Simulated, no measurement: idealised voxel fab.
Process module heading - voxel capacitor over wiring
This is section cut - it's 165 nm across, gridded in 5 nm square cells.
Reading order for cross-sections: top band down to bottom band. Underlying form: a grid of square cells. Band size: one or more rows of cells. In this notation a band is specified by the heights of its top and bottom, in that order and in nm, after which its materials appear from left to right, each paired with its width in nm. The word "all across" attached to a single material means that material fills the band from edge to edge; the word "blank" stands for empty space. For the purposes of this specification, 0 denotes the height below which the wafer in its as-received condition is composed wholly of one material, and the lowermost band, lacking a lower limit, extends downward without end, as expressed in "top 0, no bottom". The expression "30->40" gives the width at the extremes of the band, the first number at its top row of cells and the second at its bottom row, with the width changing by equal amounts from each row to the next in between. Any step labelled "changes: none" changed none of the cells in the cross-section. Under "Closed void table" you'll find the enclosed gaps, the ones with no way out to the top, that are 8 cells or bigger; each reads width x height at distance, with distance counted from the left edge, everything in nm. Heads up: the bit after the settings on a step's line is the simulator's remark on that step. "overlay nm", when on a step's line for a step with a mask, measures how far to the right of its planned place the mask lay; a negative measure means to the left.

[This section lists the process steps that were planned]
1 RECEIVE, material Si
2 CONFORMAL_DEP, material SiO2, thk nm 15
3 CONFORMAL_DEP, material SiN, thk nm 5
4 DIRECTIONAL_DEP, material SiO2, thk nm 25
5 PATTERN, tone open, mask id METAL_1, material resist, width nm 20, pitch nm 75, thk nm 20, overlay nm 0
6 DIRECTIONAL_ETCH, etch materials SiO2, depth nm 25
7 DIRECTIONAL_ETCH, etch materials SiN, depth nm 5
8 STRIP, etch materials resist
9 CONFORMAL_DEP, material TiN, thk nm 5
10 FILL_DEP, material Ru, thk nm 5
11 CMP, height nm 45
12 EPI, material Ru, thk nm 5
13 FILL_DEP, material SiCN, thk nm 5
14 DIRECTIONAL_DEP, material SiO2, thk nm 20
15 MASKED_ETCH, tone open, mask id PLUG_1, width nm 15, etch materials SiO2, depth nm 20, overlay nm 0
16 MASKED_ETCH, tone open, mask id PLUG_1, width nm 15, etch materials SiCN, depth nm 5, overlay nm 0
17 EPI, material Ru, thk nm 10
18 EPI, material Ru, thk nm 10
19 EPI, material Ru, thk nm 5
20 DIRECTIONAL_DEP, material TiN, thk nm 5
21 DIRECTIONAL_DEP, material SiN, thk nm 5
22 DIRECTIONAL_DEP, material TiN, thk nm 5
23 DIRECTIONAL_DEP, material aC, thk nm 15
24 PATTERN, tone cover, mask id UPPER_PLATE, material resist, width nm 60, thk nm 30, overlay nm 0
25 DIRECTIONAL_ETCH, etch materials aC, depth nm 15
26 STRIP, etch materials resist
27 DIRECTIONAL_ETCH, etch materials TiN, depth nm 5
28 DIRECTIONAL_ETCH, etch materials SiN, depth nm 5
29 STRIP, etch materials aC
30 MASKED_ETCH, tone cover, mask id LOWER_PLATE, width nm 70, etch materials TiN, depth nm 5, overlay nm 0
31 FILL_DEP, material SiO2, thk nm 20
32 CMP, height nm 105
33 DIRECTIONAL_DEP, material aC, thk nm 15
34 PATTERN, tone open, mask id PLUG_2, material resist, width nm 15, thk nm 35, overlay nm 0
35 DIRECTIONAL_ETCH, etch materials aC, depth nm 15
36 STRIP, etch materials resist
37 DIRECTIONAL_ETCH, etch materials SiO2, depth nm 15
38 STRIP, etch materials aC
39 CONFORMAL_DEP, material TiN, thk nm 5
40 FILL_DEP, material Ru, thk nm 5
41 CMP, height nm 105
42 CONFORMAL_DEP, material SiN, thk nm 5

[Delivered wafer in cross-section: state after step 1]
top 0, no bottom: Si all across
Closed void table: none

[Cross-sectional view of the first of the two wafers upon completion of the module, processed in accordance with the plan]
top 110, bottom 105: SiN all across
top 105, bottom 95: SiO2=50 | TiN=5 | Ru=5 | TiN=5 | SiO2=100
top 95, bottom 85: SiO2=50->40 | TiN=15->60 | SiO2=100->65
top 85, bottom 80: SiO2=40 | SiN=60 | SiO2=65
top 80, bottom 75: SiO2=35 | TiN=70 | SiO2=60
top 75, bottom 55: SiO2=40 | Ru=15 | SiO2=110
top 55, bottom 50: SiCN=40 | Ru=15 | SiCN=110
top 50, bottom 45: SiCN=30 | Ru=30 | SiCN=45 | Ru=30 | SiCN=30
top 45, bottom 20: SiO2=35 | TiN=5 | Ru=10 | TiN=5 | SiO2=55 | TiN=5 | Ru=10 | TiN=5 | SiO2=35
top 20, bottom 15: SiN=35 | TiN=20 | SiN=55 | TiN=20 | SiN=35
top 15, bottom 0: SiO2 all across
top 0, no bottom: Si all across
Closed void table: none

[Cross-section, second wafer: same start as the first, same plan as the first, one mistake in running it; taken at the end of the module]
top 110, bottom 105: SiN all across
top 105, bottom 95: SiO2=50 | TiN=5 | Ru=5 | TiN=5 | SiO2=100
top 95, bottom 90: SiO2=50 | TiN=15 | SiO2=100
top 90, bottom 85: SiO2=40 | SiN=60 | SiO2=65
top 85, bottom 80: SiO2=35 | TiN=70 | SiO2=60
top 80, bottom 75: TiN all across
top 75, bottom 55: SiO2=40 | Ru=15 | SiO2=110
top 55, bottom 50: SiCN=40 | Ru=15 | SiCN=110
top 50, bottom 45: SiCN=30 | Ru=30 | SiCN=45 | Ru=30 | SiCN=30
top 45, bottom 20: SiO2=35 | TiN=5 | Ru=10 | TiN=5 | SiO2=55 | TiN=5 | Ru=10 | TiN=5 | SiO2=35
top 20, bottom 15: SiN=35 | TiN=20 | SiN=55 | TiN=20 | SiN=35
top 15, bottom 0: SiO2 all across
top 0, no bottom: Si all across
Closed void table: none
What was the processing mistake? ran 21 and 22 in swapped order versus the plan
Count the cells at the end and the second wafer has more or fewer of some materials than the first: SiO2: 21 fewer, TiN: 21 more
